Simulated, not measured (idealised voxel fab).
process module | voxel ribs on slabs
cross-section cut | 270 nm wide | cells 5 nm
A cross-section is a grid of square cells, given in bands from the top down. A band is one or more rows of cells.
Each band's line starts with the height of the band's top and of its bottom, in nm. Then come its materials from left to right, each with its width in nm. One material with "throughout" fills the band from edge to edge. "air" is empty space.
Height 0 is the level under which the wafer as received is all one material. The lowest band goes on downwards, as in "0 down".
A width such as "30 to 40" changes by the same amount from each row of cells to the next, from the band's top row to its bottom row.
"no change" after a step means that no cell of the cross-section changed.
closed voids: empty space of 8 cells or more with no open way to the top, each as width x height at its distance from the left edge, in nm
after a step's settings: what the simulator itself notes on the step
overlay nm, on a step with a mask: how far to the right of its planned place the mask lay; to the left if negative
plan
1 op RECEIVE | material Si
2 op DIRECTIONAL_DEP | material SiO2 | thk nm 30
3 op DIRECTIONAL_DEP | material polySi | thk nm 20
4 op PATTERN | tone cover | mask id RIB | material resist | width nm 20 | thk nm 15 | overlay nm 0
5 op DIRECTIONAL_ETCH | etch materials polySi | depth nm 5
6 op STRIP | etch materials resist
7 op DIRECTIONAL_DEP | material aC | thk nm 15
8 op PATTERN | tone cover | mask id SLAB | material resist | width nm 50 | thk nm 35 | overlay nm 0
9 op DIRECTIONAL_ETCH | etch materials aC | depth nm 15
10 op STRIP | etch materials resist
11 op DIRECTIONAL_ETCH | etch materials polySi | depth nm 15
12 op STRIP | etch materials aC
13 op FILL_DEP | material SiO2 | thk nm 25
14 op CMP | height nm 65
15 op DIRECTIONAL_DEP | material TiN | thk nm 5
16 op PATTERN | tone cover | mask id HEATER | material resist | width nm 30 | thk nm 15 | overlay nm 0
17 op DIRECTIONAL_ETCH | etch materials TiN | depth nm 5
18 op STRIP | etch materials resist
19 op CONFORMAL_DEP | material SiO2 | thk nm 10
as received, after step 1
  0 down: Si throughout
  closed voids: none
a wafer at the end: this start, this plan, one mistake
  70 to 65: air 120 | TiN 30 | air 120
  65 to 50: SiO2 throughout
  50 to 45: SiO2 125 | polySi 20 | SiO2 125
  45 to 30: SiO2 110 | polySi 50 | SiO2 110
  30 to 0: SiO2 throughout
  0 down: Si throughout
  closed voids: none
what went wrong: step 19 was left out
